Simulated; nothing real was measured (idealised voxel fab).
Documented hereafter: the process module known as voxel gate over fins.
cross-section cut | 150 nm wide | cells 5 nm
Notation: cross-section as square-cell grid; stated in bands, top first, going down; one or more cell rows per band.
Band: top height; bottom height; in nm. Then, left to right: material with width in nm, for each material. "everywhere": a single material spanning edge to edge. "empty": empty space.
A quick word on heights: they are counted from 0, and under that level the wafer as it came to us is one material throughout. The lowest band is different from the rest in having no bottom; it simply continues downward, written as in "0 and below".
You'd read "30 to 40" like this: the band's top row of cells is as wide as the first number, its bottom row is as wide as the second, and going down, every row changes width by the same amount as the row before did.
Where a step carries "changes: none", the cross-section came out of it unchanged, cell for cell.
Entry "Unvented internal voids" = empty spaces >= 8 cells with no open way to the top; each as width x height at distance, distance from left edge, all nm.
Note: text after step settings on the step line = simulator remark on that step.
"overlay nm" answers the question of how far to the right of plan the mask lay on a step that has a mask, and when it is negative the answer is to the left.
This section lists the process steps that were planned:
| 1 | RECEIVE: material Si |
| 2 | CONFORMAL_DEP: material SiN, thk nm 10 |
| 3 | PATTERN: tone cover, mask id FINS, material resist, width nm 15, pitch nm 35, thk nm 15, overlay nm 0 |
| 4 | DIRECTIONAL_ETCH: etch materials SiN, depth nm 10 |
| 5 | DIRECTIONAL_ETCH: etch materials Si, depth nm 30 |
| 6 | STRIP: etch materials resist |
| 7 | OXIDIZE: depth nm 5 |
| 8 | FILL_DEP: material SiO2, thk nm 10 |
| 9 | CMP: height nm 10 |
| 10 | SELECTIVE_ETCH: etch materials SiO2, depth nm 20 |
| 11 | STRIP: etch materials SiN |
| 12 | CONFORMAL_DEP: material HfO2, thk nm 5 |
| 13 | CONFORMAL_DEP: material TiN, thk nm 5 |
| 14 | CONFORMAL_DEP: material TiAl, thk nm 5 |
| 15 | CONFORMAL_DEP: material TiN, thk nm 5 |
| 16 | FILL_DEP: material W, thk nm 10 |
| 17 | CMP: height nm 25 |
| 18 | CONFORMAL_DEP: material SiN, thk nm 5 |
First of two wafers - as planned:
Step 1 complete: cross-section of the wafer as received:
* 0 and below: Si everywhere
* Unvented internal voids: none
You're looking at a cross-section of the wafer after step 2:
* 10 down to 0: SiN everywhere
* Below 0, the layers are the same as they were.
You're looking at a cross-section of the wafer after step 3:
* 25 down to 10: 30 empty | 15 resist | 20 empty | 15 resist | 20 empty | 15 resist | 35 empty
* Below 10, the layers are the same as they were.
You're looking at a cross-section of the wafer after step 4:
* 25 down to 10: 30 empty | 15 resist | 20 empty | 15 resist | 20 empty | 15 resist | 35 empty
* 10 down to 0: 30 empty | 15 SiN | 20 empty | 15 SiN | 20 empty | 15 SiN | 35 empty
* Below 0, the layers are the same as they were.
You're looking at a cross-section of the wafer after step 5:
* 25 down to 10: 30 empty | 15 resist | 20 empty | 15 resist | 20 empty | 15 resist | 35 empty
* 10 down to 0: 30 empty | 15 SiN | 20 empty | 15 SiN | 20 empty | 15 SiN | 35 empty
* 0 down to -30: 30 empty | 15 Si | 20 empty | 15 Si | 20 empty | 15 Si | 35 empty
* Below -30, the layers are the same as they were.
You're looking at a cross-section of the wafer after step 6:
* 10 down to 0: 30 empty | 15 SiN | 20 empty | 15 SiN | 20 empty | 15 SiN | 35 empty
* Below 0, the layers are the same as they were.
You're looking at a cross-section of the wafer after step 7:
* 10 down to 0: 30 empty | 15 SiN | 20 empty | 15 SiN | 20 empty | 15 SiN | 35 empty
* 0 down to -30: 30 empty | 5 SiO2 | 5 Si | 5 SiO2 | 20 empty | 5 SiO2 | 5 Si | 5 SiO2 | 20 empty | 5 SiO2 | 5 Si | 5 SiO2 | 35 empty
* -30 down to -35: 35 SiO2 | 5 Si | 30 SiO2 | 5 Si | 30 SiO2 | 5 Si | 40 SiO2
* Below -35, the layers are the same as they were.
You're looking at a cross-section of the wafer after step 8:
* 20 down to 10: SiO2 everywhere
* 10 down to 0: 30 SiO2 | 15 SiN | 20 SiO2 | 15 SiN | 20 SiO2 | 15 SiN | 35 SiO2
* 0 down to -35: 35 SiO2 | 5 Si | 30 SiO2 | 5 Si | 30 SiO2 | 5 Si | 40 SiO2
* Below -35, the layers are the same as they were.
You're looking at a cross-section of the wafer after step 9:
* 10 down to 0: 30 SiO2 | 15 SiN | 20 SiO2 | 15 SiN | 20 SiO2 | 15 SiN | 35 SiO2
* Below 0, the layers are the same as they were.
You're looking at a cross-section of the wafer after step 10:
* 10 down to 0: 30 empty | 15 SiN | 20 empty | 15 SiN | 20 empty | 15 SiN | 35 empty
* 0 down to -10: 35 empty | 5 Si | 30 empty | 5 Si | 30 empty | 5 Si | 40 empty
* Below -10, the layers are the same as they were.
You're looking at a cross-section of the wafer after step 11:
* 0 down to -10: 35 empty | 5 Si | 30 empty | 5 Si | 30 empty | 5 Si | 40 empty
* Below -10, the layers are the same as they were.
You're looking at a cross-section of the wafer after step 12:
* 5 down to 0: 30 empty | 15 HfO2 | 20 empty | 15 HfO2 | 20 empty | 15 HfO2 | 35 empty
* 0 down to -5: 30 empty | 5 HfO2 | 5 Si | 5 HfO2 | 20 empty | 5 HfO2 | 5 Si | 5 HfO2 | 20 empty | 5 HfO2 | 5 Si | 5 HfO2 | 35 empty
* -5 down to -10: 35 HfO2 | 5 Si | 30 HfO2 | 5 Si | 30 HfO2 | 5 Si | 40 HfO2
* Below -10, the layers are the same as they were.
You're looking at a cross-section of the wafer after step 13:
* 10 down to 5: 25 empty | 25 TiN | 10 empty | 25 TiN | 10 empty | 25 TiN | 30 empty
* 5 down to 0: 25 empty | 5 TiN | 15 HfO2 | 5 TiN | 10 empty | 5 TiN | 15 HfO2 | 5 TiN | 10 empty | 5 TiN | 15 HfO2 | 5 TiN | 30 empty
* 0 down to -5: 30 TiN | 5 HfO2 | 5 Si | 5 HfO2 | 20 TiN | 5 HfO2 | 5 Si | 5 HfO2 | 20 TiN | 5 HfO2 | 5 Si | 5 HfO2 | 35 TiN
* Below -5, the layers are the same as they were.
You're looking at a cross-section of the wafer after step 14:
* 15 down to 10: 20 empty | 105 TiAl | 25 empty
* 10 down to 5: 20 empty | 5 TiAl | 25 TiN | 10 TiAl | 25 TiN | 10 TiAl | 25 TiN | 5 TiAl | 25 empty
* 5 down to 0: 25 TiAl | 5 TiN | 15 HfO2 | 5 TiN | 10 TiAl | 5 TiN | 15 HfO2 | 5 TiN | 10 TiAl | 5 TiN | 15 HfO2 | 5 TiN | 30 TiAl
* Below 0, the layers are the same as they were.
You're looking at a cross-section of the wafer after step 15:
* 20 down to 15: 15 empty | 115 TiN | 20 empty
* 15 down to 10: 15 empty | 5 TiN | 105 TiAl | 5 TiN | 20 empty
* 10 down to 5: 20 TiN | 5 TiAl | 25 TiN | 10 TiAl | 25 TiN | 10 TiAl | 25 TiN | 5 TiAl | 25 TiN
* Below 5, the layers are the same as they were.
You're looking at a cross-section of the wafer after step 16:
* 30 down to 20: W everywhere
* 20 down to 15: 15 W | 115 TiN | 20 W
* 15 down to 10: 15 W | 5 TiN | 105 TiAl | 5 TiN | 20 W
* Below 10, the layers are the same as they were.
You're looking at a cross-section of the wafer after step 17:
* 25 down to 20: W everywhere
* Below 20, the layers are the same as they were.
You're looking at a cross-section of the wafer after step 18:
* 30 down to 25: SiN everywhere
* Below 25, the layers are the same as they were.
Here the second wafer is described. Its start and its plan were those of the first wafer. Its run contained one mistake. Up to and including step 11, it did exactly what the first wafer did:
Cross-section of the second wafer corresponding to the planned conclusion of step 12: changes: none
Cross-section of the second wafer corresponding to the planned conclusion of step 13:
* 5 down to 0: 30 empty | 15 TiN | 20 empty | 15 TiN | 20 empty | 15 TiN | 35 empty
* 0 down to -5: 30 empty | 5 TiN | 5 Si | 5 TiN | 20 empty | 5 TiN | 5 Si | 5 TiN | 20 empty | 5 TiN | 5 Si | 5 TiN | 35 empty
* -5 down to -10: 35 TiN | 5 Si | 30 TiN | 5 Si | 30 TiN | 5 Si | 40 TiN
* Below -10, the layers are the same as they were.
Cross-section of the second wafer corresponding to the planned conclusion of step 14:
* 10 down to 5: 25 empty | 25 TiAl | 10 empty | 25 TiAl | 10 empty | 25 TiAl | 30 empty
* 5 down to 0: 25 empty | 5 TiAl | 15 TiN | 5 TiAl | 10 empty | 5 TiAl | 15 TiN | 5 TiAl | 10 empty | 5 TiAl | 15 TiN | 5 TiAl | 30 empty
* 0 down to -5: 30 TiAl | 5 TiN | 5 Si | 5 TiN | 20 TiAl | 5 TiN | 5 Si | 5 TiN | 20 TiAl | 5 TiN | 5 Si | 5 TiN | 35 TiAl
* Below -5, the layers are the same as they were.
Cross-section of the second wafer corresponding to the planned conclusion of step 15:
* 15 down to 10: 20 empty | 105 TiN | 25 empty
* 10 down to 5: 20 empty | 5 TiN | 25 TiAl | 10 TiN | 25 TiAl | 10 TiN | 25 TiAl | 5 TiN | 25 empty
* 5 down to 0: 25 TiN | 5 TiAl | 15 TiN | 5 TiAl | 10 TiN | 5 TiAl | 15 TiN | 5 TiAl | 10 TiN | 5 TiAl | 15 TiN | 5 TiAl | 30 TiN
* Below 0, the layers are the same as they were.
Cross-section of the second wafer corresponding to the planned conclusion of step 16:
* 25 down to 15: W everywhere
* 15 down to 10: 20 W | 105 TiN | 25 W
* 10 down to 5: 20 W | 5 TiN | 25 TiAl | 10 TiN | 25 TiAl | 10 TiN | 25 TiAl | 5 TiN | 25 W
* Below 5, the layers are the same as they were.
Cross-section of the second wafer corresponding to the planned conclusion of step 17: changes: none
Cross-section of the second wafer corresponding to the planned conclusion of step 18:
* 30 down to 25: SiN everywhere
* Below 25, the layers are the same as they were.
So what did we get wrong on this run? execution of step 12 of the plan did not take place, the step having been omitted
Final tally in cells, some materials are higher or lower on the second wafer than on the first: HfO2 -42, TiN +8, W +34
